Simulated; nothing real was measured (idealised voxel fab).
Herein follows the process module entitled voxel ribs on slabs.
Square cells of 5 nm make up the cross-section cut, whose width is 185 nm.
Bands, listed from the top down, are how a cross-section gets written in this document; the cross-section itself is a grid of square cells, and a band is one or more rows of them. Band: top and bottom heights (nm) first, top before bottom; then materials from left to right, widths in nm. "full width" marks a sole material filling the band edge to edge. "air" denotes empty space. Heads up on the height convention: 0 is the point under which the incoming wafer is all one material, and the lowest band has no bottom, it just keeps going down, like "top 0, no bottom". The width entry "30->40" should be interpreted row by row: the top row of cells in the band takes the first number, the bottom row takes the second number, and the change between adjacent rows is uniform throughout. Basically "nothing different" means that step didn't change any cell in the cross-section. Closed-off voids of 8+ cells (no open route to the top) go in "Closed void catalog", written width x height at distance from the left edge, in nm. Past the settings on a step's line: simulator remark, on that step. "overlay nm", when on a step's line for a step with a mask, measures how far to the right of its planned place the mask lay; a negative measure means to the left.

[So here's the lineup of process steps we planned]
- 1: RECEIVE | material Si
- 2: DIRECTIONAL_DEP | material SiO2 | thk nm 25
- 3: DIRECTIONAL_DEP | material SiN | thk nm 20
- 4: MASKED_ETCH | tone cover | mask id RIB | width nm 25 | etch materials SiN | depth nm 10 | overlay nm 0
- 5: MASKED_ETCH | tone cover | mask id SLAB | width nm 75 | etch materials SiN | depth nm 10 | overlay nm 0
- 6: FILL_DEP | material SiO2 | thk nm 25
- 7: CMP | height nm 60
- 8: DIRECTIONAL_DEP | material TiN | thk nm 10
- 9: MASKED_ETCH | tone cover | mask id HEATER | width nm 35 | etch materials TiN | depth nm 10 | overlay nm 0
- 10: CONFORMAL_DEP | material SiO2 | thk nm 5

[Cross-section, incoming material, after step 1]
> top 0, no bottom | Si full width
> Closed void catalog: none

[first wafer at the end, as planned]
> top 75, bottom 70 | air=70 | SiO2=45 | air=70
> top 70, bottom 65 | air=70 | SiO2=5 | TiN=35 | SiO2=5 | air=70
> top 65, bottom 60 | SiO2=75 | TiN=35 | SiO2=75
> top 60, bottom 45 | SiO2 full width
> top 45, bottom 35 | SiO2=80 | SiN=25 | SiO2=80
> top 35, bottom 25 | SiO2=55 | SiN=75 | SiO2=55
> top 25, bottom 0 | SiO2 full width
> top 0, no bottom | Si full width
> Closed void catalog: none

[Second wafer cross-section at end of module - shared start and plan with the first, one mistake in the run]
> top 75, bottom 70 | air=70 | SiO2=45 | air=70
> top 70, bottom 65 | air=70 | SiO2=5 | TiN=35 | SiO2=5 | air=70
> top 65, bottom 60 | SiO2=75 | TiN=35 | SiO2=75
> top 60, bottom 20 | SiO2 full width
> top 20, bottom 0 | SiN full width
> top 0, no bottom | Si full width
> Closed void catalog: none
Plan not followed: steps 2 and 3 swapped
The closing comparison, in cells, has the second wafer with more or fewer of some materials than the first: +108 SiN, -108 SiO2
